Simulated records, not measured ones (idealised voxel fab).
Presented below is a process module, voxel capacitor over wiring.
Section cut is 240 nm wide and gridded with 5 nm square cells.
Notation: cross-section as square-cell grid; stated in bands, top first, going down; one or more cell rows per band. Top, bottom (nm), then materials left to right with widths (nm); lone material tagged "full width" fills the whole band edge to edge; "empty" = empty space. Measure heights from 0. That's the level where, below it, the as-received wafer is all one material. The lowest band is bottomless and extends downward; write it as in "from 0 down". A two-number width, for instance "30..40", indicates that the width is equal to the first number in the top row of the band and to the second number in the bottom row, and that it changes by a constant amount per row of cells. You'll sometimes find "remained the same" written for a step, and that's the way of saying that nowhere in the cross-section did a cell change during that step. The entry titled "Closed voids list" provides the empty spaces that have no open way to the top, restricted to those of 8 cells or more. Each is presented as width x height at distance, the distance being measured from the left edge, with all three in nm. Whatever follows a step's settings on its line is a remark the simulator itself makes about that step. Regarding "overlay nm": on a step with a mask, it is the distance the mask lay to the right of its planned place; a negative value places it to the left.

## Intended process steps
1,RECEIVE,material Si
2,CONFORMAL_DEP,material SiO2,thk nm 15
3,DIRECTIONAL_DEP,material TiN,thk nm 5
4,DIRECTIONAL_DEP,material W,thk nm 25
5,MASKED_ETCH,tone cover,mask id METAL_1,width nm 20,pitch nm 80,etch materials W,depth nm 25,overlay nm 0
6,MASKED_ETCH,tone cover,mask id METAL_1,width nm 20,pitch nm 80,etch materials TiN,depth nm 5,overlay nm 0
7,CONFORMAL_DEP,material SiN,thk nm 5
8,FILL_DEP,material lowk,thk nm 10
9,CMP,height nm 45
10,CONFORMAL_DEP,material SiCN,thk nm 5
11,DIRECTIONAL_DEP,material SiO2,thk nm 10
12,MASKED_ETCH,tone open,mask id PLUG_1,width nm 15,etch materials SiO2,depth nm 10,overlay nm 0
13,MASKED_ETCH,tone open,mask id PLUG_1,width nm 15,etch materials SiCN,depth nm 5,overlay nm -15
14,EPI,material Ru,thk nm 10
15,EPI,material Ru,thk nm 5
16,DIRECTIONAL_DEP,material TiN,thk nm 5
17,DIRECTIONAL_DEP,material Al2O3,thk nm 5
18,DIRECTIONAL_DEP,material TiN,thk nm 10
19,PATTERN,tone cover,mask id UPPER_PLATE,material resist,width nm 65,thk nm 20,overlay nm 0
20,DIRECTIONAL_ETCH,etch materials TiN,depth nm 10
21,DIRECTIONAL_ETCH,etch materials Al2O3,depth nm 5
22,STRIP,etch materials resist
23,PATTERN,tone cover,mask id LOWER_PLATE,material resist,width nm 75,thk nm 15,overlay nm 0
24,DIRECTIONAL_ETCH,etch materials TiN,depth nm 5
25,STRIP,etch materials resist
26,FILL_DEP,material SiO2,thk nm 15
27,CMP,height nm 90
28,PATTERN,tone open,mask id PLUG_2,material resist,width nm 15,thk nm 20,overlay nm 0
29,DIRECTIONAL_ETCH,etch materials SiO2,depth nm 10
30,STRIP,etch materials resist
31,CONFORMAL_DEP,material TiN,thk nm 5
32,FILL_DEP,material Cu,thk nm 10
33,CMP,height nm 90
34,CONFORMAL_DEP,material SiN,thk nm 5
The overlay nm used in step 13 is not the same on every wafer, whereas the starting condition is; the value printed in the plan is the first wafer's.

## Cross-section of the first incoming wafer of several, state after step 1
* from 0 down = Si full width
* Closed voids list: none

## Every row in this table is a wafer at the end of the module, and it gives, for each of the materials, the cells that wafer has gained (+) or lost (-) since it was received, then its closed voids
overlay nm -15; +13 Al2O3; +1 Cu; +48 SiCN; +108 SiN; +468 SiO2; +54 TiN; +40 W; +180 lowk; Closed voids list: none
overlay nm -10; +13 Al2O3; +1 Cu; +7 Ru; +47 SiCN; +108 SiN; +462 SiO2; +54 TiN; +40 W; +180 lowk; Closed voids list: none
overlay nm -5; +13 Al2O3; +1 Cu; +8 Ru; +46 SiCN; +108 SiN; +462 SiO2; +54 TiN; +40 W; +180 lowk; Closed voids list: none
overlay nm 0; +13 Al2O3; +1 Cu; +9 Ru; +45 SiCN; +108 SiN; +462 SiO2; +54 TiN; +40 W; +180 lowk; Closed voids list: none
overlay nm 5; +13 Al2O3; +1 Cu; +8 Ru; +46 SiCN; +108 SiN; +462 SiO2; +54 TiN; +40 W; +180 lowk; Closed voids list: none
overlay nm 10; +13 Al2O3; +1 Cu; +7 Ru; +47 SiCN; +108 SiN; +462 SiO2; +54 TiN; +40 W; +180 lowk; Closed voids list: none
overlay nm 15; +13 Al2O3; +1 Cu; +48 SiCN; +108 SiN; +468 SiO2; +54 TiN; +40 W; +180 lowk; Closed voids list: none
